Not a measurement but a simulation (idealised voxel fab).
Process module in this document: voxel trench capacitor
Square cells of 5 nm make up the cross-section cut, whose width is 290 nm.
A cross-section is written here as square cells arranged in a grid, and it is given in bands from the top down, each band taking up one or more rows of cells.
A band entry consists of two parts. The first gives the height of the band's top and the height of its bottom, in nm. The rest lists the band's materials from left to right, each with its width in nm. A single material labelled with the word "edge to edge" fills the band from edge to edge, and the word "blank" marks empty space.
Heights are expressed relative to 0, this being the level below which the as-received wafer comprises one material exclusively. The lowest band is unbounded in the downward direction and is denoted as in "0 -> down".
Width: "30->40" (first number = top row, second number = bottom row, same change from row to row of cells).
The designation "all unchanged", where it is given for a processing step, indicates that no cell of the cross-section was altered in the course of that step.
Each empty space that has no open way to the top and spans at least 8 cells appears under "Enclosed cavity list" as width x height at distance, the distance counted from the left edge, all in nm.
after a step's settings: what the simulator itself notes on the step
You can add "overlay nm" to a step's line. For a step with a mask, it describes how far the mask lay to the right of its planned position, and a negative number describes a lay to the left.

Below is the list of planned process steps:
1 RECEIVE [material Si]
2 CONFORMAL_DEP [material SiN] [thk nm 10]
3 DIRECTIONAL_DEP [material aC] [thk nm 15]
4 PATTERN [tone open] [mask id TRENCH] [material resist] [width nm 25] [pitch nm 50] [thk nm 30] [overlay nm 0]
5 DIRECTIONAL_ETCH [etch materials aC] [depth nm 15]
6 STRIP [etch materials resist]
7 DIRECTIONAL_ETCH [etch materials SiN] [depth nm 10]
8 DIRECTIONAL_ETCH [etch materials Si] [depth nm 40]
9 STRIP [etch materials aC]
10 CONFORMAL_DEP [material HfO2] [thk nm 5]
11 CONFORMAL_DEP [material TiN] [thk nm 5]
12 FILL_DEP [material W] [thk nm 5]
13 CMP [height nm 10]

Shown in cross-section is the wafer as received, that is, as it stands after step 1:
    0 -> down | Si edge to edge
    Enclosed cavity list: none

Below is the wafer in cross-section after the module was completed. It began from the starting point shown above and followed the plan shown above, except that one mistake was made while running it:
    10 -> 0 | W=45 / TiN=5 / HfO2=5 / SiN=25 / HfO2=5 / TiN=5 / W=5 / TiN=5 / HfO2=5 / SiN=25 / HfO2=5 / TiN=5 / W=5 / TiN=5 / HfO2=5 / SiN=25 / HfO2=5 / TiN=5 / W=5 / TiN=5 / HfO2=5 / SiN=25 / HfO2=5 / TiN=5 / W=50
    0 -> -30 | W=45 / TiN=5 / HfO2=5 / Si=25 / HfO2=5 / TiN=5 / W=5 / TiN=5 / HfO2=5 / Si=25 / HfO2=5 / TiN=5 / W=5 / TiN=5 / HfO2=5 / Si=25 / HfO2=5 / TiN=5 / W=5 / TiN=5 / HfO2=5 / Si=25 / HfO2=5 / TiN=5 / W=50
    -30 -> -35 | TiN=50 / HfO2=5 / Si=25 / HfO2=5 / TiN=15 / HfO2=5 / Si=25 / HfO2=5 / TiN=15 / HfO2=5 / Si=25 / HfO2=5 / TiN=15 / HfO2=5 / Si=25 / HfO2=5 / TiN=55
    -35 -> -40 | HfO2=55 / Si=25 / HfO2=25 / Si=25 / HfO2=25 / Si=25 / HfO2=25 / Si=25 / HfO2=60
    -40 -> down | Si edge to edge
    Enclosed cavity list: none
Short version of what went wrong: step 4 ran as: PATTERN [tone cover] [mask id TRENCH] [material resist] [width nm 25] [pitch nm 50] [thk nm 30] [overlay nm 0]
